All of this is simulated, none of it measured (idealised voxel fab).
process module | voxel quadruple lines
cross-section cut | 165 nm wide | cells 5 nm
A cross-section is a grid of square cells, given in bands from the top down. A band is one or more rows of cells.
Each band's line starts with the height of the band's top and of its bottom, in nm. Then come its materials from left to right, each with its width in nm. One material with "throughout" fills the band from edge to edge. "air" is empty space.
Height 0 is the level under which the wafer as received is all one material. The lowest band goes on downwards, as in "0 down".
A width such as "30 to 40" changes by the same amount from each row of cells to the next, from the band's top row to its bottom row.
"no change" after a step means that no cell of the cross-section changed.
closed voids: empty space of 8 cells or more with no open way to the top, each as width x height at its distance from the left edge, in nm
after a step's settings: what the simulator itself notes on the step
overlay nm, on a step with a mask: how far to the right of its planned place the mask lay; to the left if negative
plan
1 op RECEIVE | material Si
2 op CONFORMAL_DEP | material SiO2 | thk nm 10
3 op DIRECTIONAL_DEP | material Ru | thk nm 10
4 op DIRECTIONAL_DEP | material polySi | thk nm 20
5 op DIRECTIONAL_DEP | material aC | thk nm 25
6 op PATTERN | tone cover | mask id MANDREL | material resist | width nm 25 | thk nm 35 | overlay nm 0
7 op DIRECTIONAL_ETCH | etch materials aC | depth nm 25
8 op STRIP | etch materials resist
9 op CONFORMAL_DEP | material SiO2 | thk nm 15
10 op DIRECTIONAL_ETCH | etch materials SiO2 | depth nm 15
11 op STRIP | etch materials aC
12 op DIRECTIONAL_ETCH | etch materials polySi | depth nm 20
13 op STRIP | etch materials SiO2
14 op CONFORMAL_DEP | material SiN | thk nm 5
15 op DIRECTIONAL_ETCH | etch materials SiN | depth nm 5
16 op STRIP | etch materials polySi
17 op DIRECTIONAL_ETCH | etch materials Ru | depth nm 10
18 op STRIP | etch materials SiN
19 op FILL_DEP | material lowk | thk nm 10
20 op CMP | height nm 20
first wafer, as planned
as received, after step 1
  0 down: Si throughout
  closed voids: none
after step 2
  10 to 0: SiO2 throughout
  below 0: unchanged
after step 3
  20 to 10: Ru throughout
  below 10: unchanged
after step 4
  40 to 20: polySi throughout
  below 20: unchanged
after step 5
  65 to 40: aC throughout
  below 40: unchanged
after step 6
  100 to 65: air 70 | resist 25 | air 70
  below 65: unchanged
after step 7
  75 to 65: air 70 | resist 25 | air 70
  65 to 40: air 70 | aC 25 | air 70
  below 40: unchanged
after step 8
  65 to 40: air 70 | aC 25 | air 70
  below 40: unchanged
after step 9
  80 to 65: air 55 | SiO2 55 | air 55
  65 to 55: air 55 | SiO2 15 | aC 25 | SiO2 15 | air 55
  55 to 40: SiO2 70 | aC 25 | SiO2 70
  below 40: unchanged
after step 10
  65 to 40: air 55 | SiO2 15 | aC 25 | SiO2 15 | air 55
  below 40: unchanged
after step 11
  65 to 40: air 55 | SiO2 15 | air 25 | SiO2 15 | air 55
  below 40: unchanged
after step 12
  65 to 40: air 55 | SiO2 15 | air 25 | SiO2 15 | air 55
  40 to 20: air 55 | polySi 15 | air 25 | polySi 15 | air 55
  below 20: unchanged
after step 13
  40 to 20: air 55 | polySi 15 | air 25 | polySi 15 | air 55
  below 20: unchanged
after step 14
  45 to 40: air 50 | SiN 25 | air 15 | SiN 25 | air 50
  40 to 25: air 50 | SiN 5 | polySi 15 | SiN 5 | air 15 | SiN 5 | polySi 15 | SiN 5 | air 50
  25 to 20: SiN 55 | polySi 15 | SiN 25 | polySi 15 | SiN 55
  below 20: unchanged
after step 15
  40 to 20: air 50 | SiN 5 | polySi 15 | SiN 5 | air 15 | SiN 5 | polySi 15 | SiN 5 | air 50
  below 20: unchanged
after step 16
  40 to 20: air 50 | SiN 5 | air 15 | SiN 5 | air 15 | SiN 5 | air 15 | SiN 5 | air 50
  below 20: unchanged
after step 17
  40 to 20: air 50 | SiN 5 | air 15 | SiN 5 | air 15 | SiN 5 | air 15 | SiN 5 | air 50
  20 to 10: air 50 | Ru 5 | air 15 | Ru 5 | air 15 | Ru 5 | air 15 | Ru 5 | air 50
  below 10: unchanged
after step 18
  20 to 10: air 50 | Ru 5 | air 15 | Ru 5 | air 15 | Ru 5 | air 15 | Ru 5 | air 50
  below 10: unchanged
after step 19
  30 to 20: lowk throughout
  20 to 10: lowk 50 | Ru 5 | lowk 15 | Ru 5 | lowk 15 | Ru 5 | lowk 15 | Ru 5 | lowk 50
  below 10: unchanged
after step 20
  20 to 10: lowk 50 | Ru 5 | lowk 15 | Ru 5 | lowk 15 | Ru 5 | lowk 15 | Ru 5 | lowk 50
  below 10: unchanged
second wafer: like start, like plan, one mistake. Through step 1 it matches the first wafer
when step 2 should have ended
  5 to 0: SiO2 throughout
  below 0: unchanged
when step 3 should have ended
  15 to 5: Ru throughout
  below 5: unchanged
when step 4 should have ended
  35 to 15: polySi throughout
  below 15: unchanged
when step 5 should have ended
  60 to 35: aC throughout
  below 35: unchanged
when step 6 should have ended
  95 to 60: air 70 | resist 25 | air 70
  below 60: unchanged
when step 7 should have ended
  70 to 60: air 70 | resist 25 | air 70
  60 to 35: air 70 | aC 25 | air 70
  below 35: unchanged
when step 8 should have ended
  60 to 35: air 70 | aC 25 | air 70
  below 35: unchanged
when step 9 should have ended
  75 to 60: air 55 | SiO2 55 | air 55
  60 to 50: air 55 | SiO2 15 | aC 25 | SiO2 15 | air 55
  50 to 35: SiO2 70 | aC 25 | SiO2 70
  below 35: unchanged
when step 10 should have ended
  60 to 35: air 55 | SiO2 15 | aC 25 | SiO2 15 | air 55
  below 35: unchanged
when step 11 should have ended
  60 to 35: air 55 | SiO2 15 | air 25 | SiO2 15 | air 55
  below 35: unchanged
when step 12 should have ended
  60 to 35: air 55 | SiO2 15 | air 25 | SiO2 15 | air 55
  35 to 15: air 55 | polySi 15 | air 25 | polySi 15 | air 55
  below 15: unchanged
when step 13 should have ended
  35 to 15: air 55 | polySi 15 | air 25 | polySi 15 | air 55
  below 15: unchanged
when step 14 should have ended
  40 to 35: air 50 | SiN 25 | air 15 | SiN 25 | air 50
  35 to 20: air 50 | SiN 5 | polySi 15 | SiN 5 | air 15 | SiN 5 | polySi 15 | SiN 5 | air 50
  20 to 15: SiN 55 | polySi 15 | SiN 25 | polySi 15 | SiN 55
  below 15: unchanged
when step 15 should have ended
  35 to 15: air 50 | SiN 5 | polySi 15 | SiN 5 | air 15 | SiN 5 | polySi 15 | SiN 5 | air 50
  below 15: unchanged
when step 16 should have ended
  35 to 15: air 50 | SiN 5 | air 15 | SiN 5 | air 15 | SiN 5 | air 15 | SiN 5 | air 50
  below 15: unchanged
when step 17 should have ended
  35 to 15: air 50 | SiN 5 | air 15 | SiN 5 | air 15 | SiN 5 | air 15 | SiN 5 | air 50
  15 to 5: air 50 | Ru 5 | air 15 | Ru 5 | air 15 | Ru 5 | air 15 | Ru 5 | air 50
  below 5: unchanged
when step 18 should have ended
  15 to 5: air 50 | Ru 5 | air 15 | Ru 5 | air 15 | Ru 5 | air 15 | Ru 5 | air 50
  below 5: unchanged
when step 19 should have ended
  25 to 15: lowk throughout
  15 to 5: lowk 50 | Ru 5 | lowk 15 | Ru 5 | lowk 15 | Ru 5 | lowk 15 | Ru 5 | lowk 50
  below 5: unchanged
when step 20 should have ended
  20 to 15: lowk throughout
  below 15: unchanged
what went wrong: step 2 ran as: op CONFORMAL_DEP | material SiO2 | thk nm 5
at the end the second wafer has, in cells: 33 fewer of SiO2 | 33 more of lowk
